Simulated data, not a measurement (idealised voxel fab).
The process module presented herein is designated voxel fin reveal.
Cross-section cut spans 195 nm and uses square cells 5 nm in size.
Each cross-section below is a grid of square cells, stated as bands in top-down order, with one or more rows of cells making up each band. Top height, bottom height, nm. Materials left to right, width each, nm. Single material + "edge to edge" = fills band edge to edge. "air" = empty. For the purposes of this specification, 0 denotes the height below which the wafer in its as-received condition is composed wholly of one material, and the lowermost band, lacking a lower limit, extends downward without end, as expressed in "from 0 down". Read "30 to 40" as a graded width: first number on top, second number at the bottom, same change between each pair of neighbouring rows. Basically "no alterations made" means that step didn't change any cell in the cross-section. What "Voids, sealed" gives you is every empty space of 8 cells or more that is cut off from the top. Each appears as width x height at distance, with the distance taken from the left edge and width, height and distance all in nm. It should be noted that, on the line of a given step, the content following the step's settings is a remark produced by the simulator itself with respect to that step. The line of a step may include "overlay nm". On a step with a mask, this value is how far to the right of its planned place the mask lay. A negative value means the mask lay to the left.

[Planned process steps]
step 1: RECEIVE, material Si
step 2: CONFORMAL_DEP, material SiN, thk nm 10
step 3: PATTERN, tone cover, mask id FINS, material resist, width nm 15, pitch nm 45, thk nm 20, overlay nm 0
step 4: DIRECTIONAL_ETCH, etch materials SiN, depth nm 10
step 5: DIRECTIONAL_ETCH, etch materials Si, depth nm 35
step 6: STRIP, etch materials resist
step 7: FILL_DEP, material SiO2, thk nm 15
step 8: CMP, height nm 10
step 9: SELECTIVE_ETCH, etch materials SiO2, depth nm 35
step 10: STRIP, etch materials SiN

[As-received state of the wafer in cross-section, equivalent to post-step 1]
* from 0 down | Si edge to edge
* Voids, sealed: none

[Starting structure and process plan are as shown above, but one mistake was made in running the module; the wafer cross-section at the end of the module follows]
* from 0 to -25 | 20 nm air, 15 nm Si, 30 nm air, 15 nm Si, 30 nm air, 15 nm Si, 30 nm air, 15 nm Si, 25 nm air
* from -25 to -45 | 20 nm SiO2, 15 nm Si, 30 nm SiO2, 15 nm Si, 30 nm SiO2, 15 nm Si, 30 nm SiO2, 15 nm Si, 25 nm SiO2
* from -45 down | Si edge to edge
* Voids, sealed: none
Processing error: for step 5, the planned setting was not used; the step was instead run as DIRECTIONAL_ETCH, etch materials Si, depth nm 45
